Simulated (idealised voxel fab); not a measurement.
The following is a process module called voxel self aligned contacts.
In the cross-section labelled cut, the width is 185 nm and each square cell is 5 nm.
Cross-section, as written here: a square-cell grid given band by band from the top down, where a band holds one or more rows of cells. First you get the band's top height and its bottom height, in nm, and then the materials it's made of, left to right, with each width in nm. If you see a single material with "everywhere", that one covers the band edge to edge. "blank" is empty space. Where do heights start? At 0: under that level the wafer as delivered is made of one material only. And the lowest band has no floor; it just carries on downward, as in "top 0, no bottom". Note: "30 to 40" means the width goes from the first number (top row of the band) to the second number (bottom row) in equal steps per row of cells. Given "no alteration" for a step, no cell of the cross-section differs between before and after that step. "Sealed internal voids" enumerates empty spaces isolated from the top, with no open way to it, that contain at least 8 cells, giving each as width x height at distance from the left edge, all three in nm. On each step's line, the part that comes after the settings is the simulator's own comment on the step. overlay nm, on a step with a mask: how far to the right of its planned place the mask lay; to the left if negative.
So here's the lineup of process steps we planned
1,RECEIVE, material Si
2,CONFORMAL_DEP, material SiO2, thk nm 5
3,DIRECTIONAL_DEP, material polySi, thk nm 20
4,DIRECTIONAL_DEP, material SiN, thk nm 20
5,PATTERN, tone cover, mask id GATE, material resist, width nm 25, pitch nm 60, thk nm 15, overlay nm 0
6,DIRECTIONAL_ETCH, etch materials SiN, depth nm 20
7,DIRECTIONAL_ETCH, etch materials polySi, depth nm 20
8,STRIP, etch materials resist
9,CONFORMAL_DEP, material SiN, thk nm 5
10,DIRECTIONAL_ETCH, etch materials SiN, depth nm 5
11,FILL_DEP, material SiO2, thk nm 15
12,CMP, height nm 50
13,PATTERN, tone open, mask id CONTACT, material resist, width nm 45, thk nm 15, overlay nm 0
14,DIRECTIONAL_ETCH, etch materials SiO2, depth nm 50
15,STRIP, etch materials resist
16,CONFORMAL_DEP, material TiN, thk nm 5
17,FILL_DEP, material Ru, thk nm 5
18,CMP, height nm 50
19,CONFORMAL_DEP, material SiN, thk nm 5
Don't read the plan's thk nm for step 16 as applying to every wafer: that's the first wafer's value, and the wafers differ in it, though they all start identical.
Cut through the first of several wafers as received, post step 1
    top 0, no bottom | Si everywhere
    Sealed internal voids: none
Below is a per-wafer table. In it, each row describes the wafer at the end of the module by giving, for each material, the number of cells gained (+) or lost (-) since the wafer was received, and after that the closed voids of the wafer
thk nm 5 | +27 Ru | +109 SiN | +204 SiO2 | +27 TiN | +40 polySi | Sealed internal voids: none
thk nm 10 | +8 Ru | +109 SiN | +204 SiO2 | +46 TiN | +40 polySi | Sealed internal voids: none
thk nm 15 | +109 SiN | +204 SiO2 | +54 TiN | +40 polySi | Sealed internal voids: none
thk nm 20 | +109 SiN | +204 SiO2 | +54 TiN | +40 polySi | Sealed internal voids: none
